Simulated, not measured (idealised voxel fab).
process module | voxel trench capacitor
cross-section cut | 255 nm wide | cells 5 nm
A cross-section is a grid of square cells, given in bands from the top down. A band is one or more rows of cells.
Each band's line starts with the height of the band's top and of its bottom, in nm. Then come its materials from left to right, each with its width in nm. One material with "throughout" fills the band from edge to edge. "air" is empty space.
Height 0 is the level under which the wafer as received is all one material. The lowest band goes on downwards, as in "0 down".
A width such as "30 to 40" changes by the same amount from each row of cells to the next, from the band's top row to its bottom row.
"no change" after a step means that no cell of the cross-section changed.
closed voids: empty space of 8 cells or more with no open way to the top, each as width x height at its distance from the left edge, in nm
after a step's settings: what the simulator itself notes on the step
overlay nm, on a step with a mask: how far to the right of its planned place the mask lay; to the left if negative
plan
1 op RECEIVE | material Si
2 op CONFORMAL_DEP | material SiN | thk nm 10
3 op PATTERN | tone open | mask id TRENCH | material resist | width nm 25 | pitch nm 50 | thk nm 20 | overlay nm 0
4 op DIRECTIONAL_ETCH | etch materials SiN | depth nm 10
5 op DIRECTIONAL_ETCH | etch materials Si | depth nm 30
6 op STRIP | etch materials resist
7 op CONFORMAL_DEP | material Al2O3 | thk nm 5
8 op CONFORMAL_DEP | material TiN | thk nm 5
9 op FILL_DEP | material W | thk nm 10
10 op CMP | height nm 10
as received, after step 1
  0 down: Si throughout
  closed voids: none
first wafer at the end, as planned
  10 to 0: SiN 40 | Al2O3 5 | TiN 5 | W 5 | TiN 5 | Al2O3 5 | SiN 25 | Al2O3 5 | TiN 5 | W 5 | TiN 5 | Al2O3 5 | SiN 25 | Al2O3 5 | TiN 5 | W 5 | TiN 5 | Al2O3 5 | SiN 25 | Al2O3 5 | TiN 5 | W 5 | TiN 5 | Al2O3 5 | SiN 40
  0 to -20: Si 40 | Al2O3 5 | TiN 5 | W 5 | TiN 5 | Al2O3 5 | Si 25 | Al2O3 5 | TiN 5 | W 5 | TiN 5 | Al2O3 5 | Si 25 | Al2O3 5 | TiN 5 | W 5 | TiN 5 | Al2O3 5 | Si 25 | Al2O3 5 | TiN 5 | W 5 | TiN 5 | Al2O3 5 | Si 40
  -20 to -25: Si 40 | Al2O3 5 | TiN 15 | Al2O3 5 | Si 25 | Al2O3 5 | TiN 15 | Al2O3 5 | Si 25 | Al2O3 5 | TiN 15 | Al2O3 5 | Si 25 | Al2O3 5 | TiN 15 | Al2O3 5 | Si 40
  -25 to -30: Si 40 | Al2O3 25 | Si 25 | Al2O3 25 | Si 25 | Al2O3 25 | Si 25 | Al2O3 25 | Si 40
  -30 down: Si throughout
  closed voids: none
second wafer at the end: like start, like plan, one mistake
  10 to 0: SiN 40 | Al2O3 5 | TiN 5 | W 5 | TiN 5 | Al2O3 5 | SiN 25 | Al2O3 5 | TiN 5 | W 5 | TiN 5 | Al2O3 5 | SiN 25 | Al2O3 5 | TiN 5 | W 5 | TiN 5 | Al2O3 5 | SiN 25 | Al2O3 5 | TiN 5 | W 5 | TiN 5 | Al2O3 5 | SiN 40
  0 to -50: Si 40 | Al2O3 5 | TiN 5 | W 5 | TiN 5 | Al2O3 5 | Si 25 | Al2O3 5 | TiN 5 | W 5 | TiN 5 | Al2O3 5 | Si 25 | Al2O3 5 | TiN 5 | W 5 | TiN 5 | Al2O3 5 | Si 25 | Al2O3 5 | TiN 5 | W 5 | TiN 5 | Al2O3 5 | Si 40
  -50 to -55: Si 40 | Al2O3 5 | TiN 15 | Al2O3 5 | Si 25 | Al2O3 5 | TiN 15 | Al2O3 5 | Si 25 | Al2O3 5 | TiN 15 | Al2O3 5 | Si 25 | Al2O3 5 | TiN 15 | Al2O3 5 | Si 40
  -55 to -60: Si 40 | Al2O3 25 | Si 25 | Al2O3 25 | Si 25 | Al2O3 25 | Si 25 | Al2O3 25 | Si 40
  -60 down: Si throughout
  closed voids: none
what went wrong: step 5 was run twice
at the end the second wafer has, in cells: 48 more of Al2O3 | 120 fewer of Si | 48 more of TiN | 24 more of W
